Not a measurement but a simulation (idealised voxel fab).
Documented hereafter: the process module known as voxel transistor to metal.
Cross-section cut spans 145 nm and uses square cells 5 nm in size.
A cross-section in this document is a grid of square cells, and it is written down as bands, the top band listed before the ones below it; a band is made up of one or more rows of cells. Basically the band line says how high the top is and how high the bottom is, in nm, and then what's in it from left to right, every material with its width in nm. Empty space shows up as "empty", and if a single material carries "edge to edge" it runs the full band edge to edge. All heights in this document are referenced to 0, defined as the level beneath which the wafer, as received, consists entirely of one material. The lowest band is not bounded below; it extends indefinitely downward and is written in the form "0 and below". A width such as "30->40" changes by the same amount from each row of cells to the next, from the band's top row to its bottom row. "nothing different" for a step: no cell of the cross-section changed in that step. Entry "Enclosed cavities" = empty spaces >= 8 cells with no open way to the top; each as width x height at distance, distance from left edge, all nm. Past the settings on a step's line: simulator remark, on that step. overlay nm: step with mask; distance mask lay right of planned place; negative value = left of planned place.
-- Here's what the planned process steps look like
1. RECEIVE, material Si
2. OXIDIZE, depth nm 5
3. CONFORMAL_DEP, material SiN, thk nm 15
4. DIRECTIONAL_DEP, material aC, thk nm 10
5. PATTERN, tone cover, mask id ACTIVE, material resist, width nm 100, thk nm 30, overlay nm 0
6. DIRECTIONAL_ETCH, etch materials aC, depth nm 10
7. STRIP, etch materials resist
8. DIRECTIONAL_ETCH, etch materials SiN, depth nm 15
9. DIRECTIONAL_ETCH, etch materials SiO2, depth nm 5
10. DIRECTIONAL_ETCH, etch materials Si, depth nm 25
11. STRIP, etch materials aC
12. FILL_DEP, material SiO2, thk nm 15
13. CMP, height nm 15
14. SELECTIVE_ETCH, etch materials SiO2, depth nm 10
15. STRIP, etch materials SiN
16. SELECTIVE_ETCH, etch materials SiO2, depth nm 5
17. OXIDIZE, depth nm 5
18. DIRECTIONAL_DEP, material polySi, thk nm 20
19. DIRECTIONAL_DEP, material SiCN, thk nm 15
20. PATTERN, tone cover, mask id GATE, material resist, width nm 20, thk nm 15, overlay nm 0
21. DIRECTIONAL_ETCH, etch materials SiCN, depth nm 25
22. DIRECTIONAL_ETCH, etch materials polySi, depth nm 30
23. STRIP, etch materials resist
24. CONFORMAL_DEP, material SiO2, thk nm 5
25. DIRECTIONAL_ETCH, etch materials SiO2, depth nm 5
26. CONFORMAL_DEP, material SiN, thk nm 5
27. DIRECTIONAL_ETCH, etch materials SiN, depth nm 5
28. DIRECTIONAL_ETCH, etch materials SiO2, depth nm 5
29. DIRECTIONAL_ETCH, etch materials Si, depth nm 10
30. EPI, material nSi, thk nm 10
31. FILL_DEP, material SiO2, thk nm 5
32. CMP, height nm 30
33. DIRECTIONAL_DEP, material SiO2, thk nm 10
34. PATTERN, tone open, mask id CONTACT, material resist, width nm 30, pitch nm 60, thk nm 20, overlay nm 0
35. DIRECTIONAL_ETCH, etch materials SiO2, depth nm 50
36. STRIP, etch materials resist
37. CONFORMAL_DEP, material TiN, thk nm 5
38. FILL_DEP, material W, thk nm 10
39. CMP, height nm 40
40. CONFORMAL_DEP, material SiCN, thk nm 5
41. DIRECTIONAL_DEP, material lowk, thk nm 15
42. PATTERN, tone open, mask id METAL_1, material resist, width nm 20, pitch nm 70, thk nm 15, overlay nm 0
43. DIRECTIONAL_ETCH, etch materials lowk, depth nm 15
44. DIRECTIONAL_ETCH, etch materials SiCN, depth nm 5
45. STRIP, etch materials resist
46. CONFORMAL_DEP, material TiN, thk nm 5
47. FILL_DEP, material Cu, thk nm 10
48. CMP, height nm 60
49. CONFORMAL_DEP, material SiCN, thk nm 5
50. DIRECTIONAL_DEP, material SiO2, thk nm 35
51. DIRECTIONAL_DEP, material aC, thk nm 10
52. PATTERN, tone open, mask id METAL_2_HOLES, material resist, width nm 15, pitch nm 70, thk nm 25, overlay nm 0
53. DIRECTIONAL_ETCH, etch materials aC, depth nm 10
54. STRIP, etch materials resist
55. DIRECTIONAL_ETCH, etch materials SiO2, depth nm 35
56. STRIP, etch materials aC
57. PATTERN, tone open, mask id METAL_2, material resist, width nm 20, pitch nm 70, thk nm 15, overlay nm 0
58. DIRECTIONAL_ETCH, etch materials SiO2, depth nm 20
59. DIRECTIONAL_ETCH, etch materials SiCN, depth nm 5
60. STRIP, etch materials resist
61. CONFORMAL_DEP, material TiN, thk nm 5
62. FILL_DEP, material Cu, thk nm 10
63. CMP, height nm 100
64. CONFORMAL_DEP, material SiN, thk nm 5
-- Cross-section of the wafer upon arrival, representing the state reached after step 1
0 and below = Si edge to edge
Enclosed cavities: none
-- Cross-sectional result after module completion. Note: starting condition and plan are unchanged from above; one processing mistake was made
105 down to 100 = SiN edge to edge
100 down to 85 = SiO2 25 / TiN 5 / Cu 10 / TiN 5 / SiO2 50 / TiN 5 / Cu 10 / TiN 5 / SiO2 30
85 down to 80 = SiO2 25 / TiN 5 / Cu 5 / TiN 10 / SiO2 50 / TiN 5 / Cu 5 / TiN 10 / SiO2 30
80 down to 65 = SiO2 25 / TiN 5 / Cu 5 / TiN 5 / SiO2 55 / TiN 5 / Cu 5 / TiN 5 / SiO2 35
65 down to 60 = SiCN 25 / TiN 15 / SiCN 55 / TiN 15 / SiCN 35
60 down to 45 = lowk 25 / TiN 5 / Cu 10 / TiN 5 / lowk 50 / TiN 5 / Cu 10 / TiN 5 / lowk 30
45 down to 40 = SiCN 25 / TiN 20 / SiCN 50 / TiN 20 / SiCN 30
40 down to 30 = SiO2 25 / TiN 5 / W 20->5 / TiN 5->20 / SiO2 30 / TiN 5 / W 20 / TiN 5 / SiO2 30
30 down to 15 = SiO2 25 / TiN 5 / W 5 / TiN 5 / SiN 5 / TiN 5 / SiCN 20 / SiO2 5 / SiN 5 / SiO2 5 / TiN 5 / W 20 / TiN 5 / SiO2 30
15 down to 5 = SiO2 25 / TiN 5 / W 5 / TiN 5 / SiN 5 / TiN 5 / polySi 20 / SiO2 5 / SiN 5 / SiO2 5 / TiN 5 / W 20 / TiN 5 / SiO2 30
5 down to 0 = SiO2 25 / TiN 15 / SiN 5 / TiN 5 / polySi 20 / SiO2 5 / SiN 5 / SiO2 5 / TiN 10 / W 5 / TiN 15 / SiO2 30
0 down to -5 = SiO2 20 / SiN 5 / nSi 15 / SiN 5 / TiN 5 / polySi 20 / SiO2 5 / SiN 5 / nSi 10 / TiN 5 / W 5 / TiN 5 / nSi 10 / SiN 5 / SiO2 25
-5 down to -10 = SiO2 25 / nSi 15 / SiO2 5 / TiN 5 / SiO2 30 / nSi 10 / TiN 15 / nSi 10 / SiO2 30
-10 down to -20 = SiO2 20 / Si 5 / nSi 15 / Si 40 / nSi 35 / Si 5 / SiO2 25
-20 down to -30 = SiO2 20 / Si 100 / SiO2 25
-30 and below = Si edge to edge
Enclosed cavities: none
Processing error: step 20 did not use the planned setting and instead ran as PATTERN, tone cover, mask id GATE, material resist, width nm 20, thk nm 15, overlay nm -10
